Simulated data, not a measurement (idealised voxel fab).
process module | voxel wiring stack
cross-section cut | 195 nm wide | cells 5 nm
A cross-section is a grid of square cells, given in bands from the top down. A band is one or more rows of cells.
Each band's line starts with the height of the band's top and of its bottom, in nm. Then come its materials from left to right, each with its width in nm. One material with "throughout" fills the band from edge to edge. "air" is empty space.
Height 0 is the level under which the wafer as received is all one material. The lowest band goes on downwards, as in "0 down".
A width such as "30 to 40" changes by the same amount from each row of cells to the next, from the band's top row to its bottom row.
"no change" after a step means that no cell of the cross-section changed.
closed voids: empty space of 8 cells or more with no open way to the top, each as width x height at its distance from the left edge, in nm
after a step's settings: what the simulator itself notes on the step
overlay nm, on a step with a mask: how far to the right of its planned place the mask lay; to the left if negative
plan
1 op RECEIVE | material Si
2 op CONFORMAL_DEP | material SiO2 | thk nm 15
3 op CONFORMAL_DEP | material SiN | thk nm 5
4 op DIRECTIONAL_DEP | material SiO2 | thk nm 25
5 op DIRECTIONAL_DEP | material aC | thk nm 10
6 op PATTERN | tone open | mask id METAL_1 | material resist | width nm 25 | pitch nm 45 | thk nm 25 | overlay nm 0
7 op DIRECTIONAL_ETCH | etch materials aC | depth nm 10
8 op STRIP | etch materials resist
9 op DIRECTIONAL_ETCH | etch materials SiO2 | depth nm 25
10 op DIRECTIONAL_ETCH | etch materials SiN | depth nm 5
11 op STRIP | etch materials aC
12 op CONFORMAL_DEP | material TiN | thk nm 5
13 op FILL_DEP | material Ru | thk nm 5
14 op CMP | height nm 45
15 op EPI | material Ru | thk nm 5
16 op FILL_DEP | material SiCN | thk nm 5
17 op DIRECTIONAL_DEP | material SiO2 | thk nm 30
18 op DIRECTIONAL_DEP | material aC | thk nm 15
19 op PATTERN | tone open | mask id METAL_2 | material resist | width nm 25 | pitch nm 45 | thk nm 30 | overlay nm 0
20 op DIRECTIONAL_ETCH | etch materials aC | depth nm 15
21 op STRIP | etch materials resist
22 op DIRECTIONAL_ETCH | etch materials SiO2 | depth nm 15
23 op STRIP | etch materials aC
24 op DIRECTIONAL_DEP | material aC | thk nm 10
25 op PATTERN | tone open | mask id METAL_2_HOLES | material resist | width nm 15 | pitch nm 90 | thk nm 30 | overlay nm 0
26 op DIRECTIONAL_ETCH | etch materials aC | depth nm 10
27 op STRIP | etch materials resist
28 op DIRECTIONAL_ETCH | etch materials SiO2 | depth nm 15
29 op DIRECTIONAL_ETCH | etch materials SiCN | depth nm 5
30 op STRIP | etch materials aC
31 op CONFORMAL_DEP | material TiN | thk nm 5
32 op FILL_DEP | material Cu | thk nm 5
33 op CMP | height nm 85
34 op CONFORMAL_DEP | material SiCN | thk nm 5
35 op DIRECTIONAL_DEP | material lowk | thk nm 10
36 op DIRECTIONAL_DEP | material aC | thk nm 15
37 op PATTERN | tone open | mask id PLUG_2 | material resist | width nm 15 | pitch nm 45 | thk nm 30 | overlay nm 0
38 op DIRECTIONAL_ETCH | etch materials aC | depth nm 15
39 op STRIP | etch materials resist
40 op DIRECTIONAL_ETCH | etch materials lowk | depth nm 10
41 op DIRECTIONAL_ETCH | etch materials SiCN | depth nm 5
42 op STRIP | etch materials aC
43 op CONFORMAL_DEP | material TiN | thk nm 5
44 op FILL_DEP | material Ru | thk nm 10
45 op CMP | height nm 100
46 op DIRECTIONAL_DEP | material TiN | thk nm 5
47 op DIRECTIONAL_DEP | material W | thk nm 15
48 op MASKED_ETCH | tone cover | mask id METAL_3 | width nm 25 | pitch nm 45 | etch materials W | depth nm 15 | overlay nm 0
49 op MASKED_ETCH | tone cover | mask id METAL_3 | width nm 25 | pitch nm 45 | etch materials TiN | depth nm 5 | overlay nm 0
50 op CONFORMAL_DEP | material SiN | thk nm 5
51 op FILL_DEP | material lowk | thk nm 5
52 op CMP | height nm 120
53 op CONFORMAL_DEP | material SiN | thk nm 5
as received, after step 1
  0 down: Si throughout
  closed voids: none
a wafer at the end: this start, this plan, one mistake
  125 to 120: SiN throughout
  120 to 105: lowk 35 | SiN 5 | W 25 | SiN 5 | lowk 10 | SiN 5 | W 25 | SiN 5 | lowk 10 | SiN 5 | W 25 | SiN 5 | lowk 35
  105 to 100: SiN 40 | TiN 25 | SiN 20 | TiN 25 | SiN 20 | TiN 25 | SiN 40
  100 to 90: lowk 40 | TiN 5 | Ru 5 | TiN 5 | lowk 30 | TiN 5 | Ru 5 | TiN 5 | lowk 30 | TiN 5 | Ru 5 | TiN 5 | lowk 50
  90 to 85: SiCN 40 | TiN 15 | SiCN 30 | TiN 15 | SiCN 30 | TiN 15 | SiCN 50
  85 to 75: SiO2 40 | TiN 5 | Cu 15 | TiN 5 | SiO2 20 | TiN 5 | Cu 15 | TiN 5 | SiO2 20 | TiN 5 | Cu 15 | TiN 5 | SiO2 40
  75 to 70: SiO2 40 | TiN 5 | Cu 5 | TiN 15 | SiO2 20 | TiN 25 | SiO2 20 | TiN 5 | Cu 5 | TiN 15 | SiO2 40
  70 to 55: SiO2 40 | TiN 5 | Cu 5 | TiN 5 | SiO2 75 | TiN 5 | Cu 5 | TiN 5 | SiO2 50
  55 to 50: SiCN 40 | TiN 15 | SiCN 75 | TiN 15 | SiCN 50
  50 to 45: SiCN 35 | Ru 35 | SiCN 10 | Ru 35 | SiCN 10 | Ru 35 | SiCN 35
  45 to 40: SiN 40 | TiN 25 | SiN 20 | TiN 25 | SiN 20 | TiN 25 | SiN 40
  40 to 0: SiO2 throughout
  0 down: Si throughout
  closed voids: none
what went wrong: steps 3 and 4 were swapped
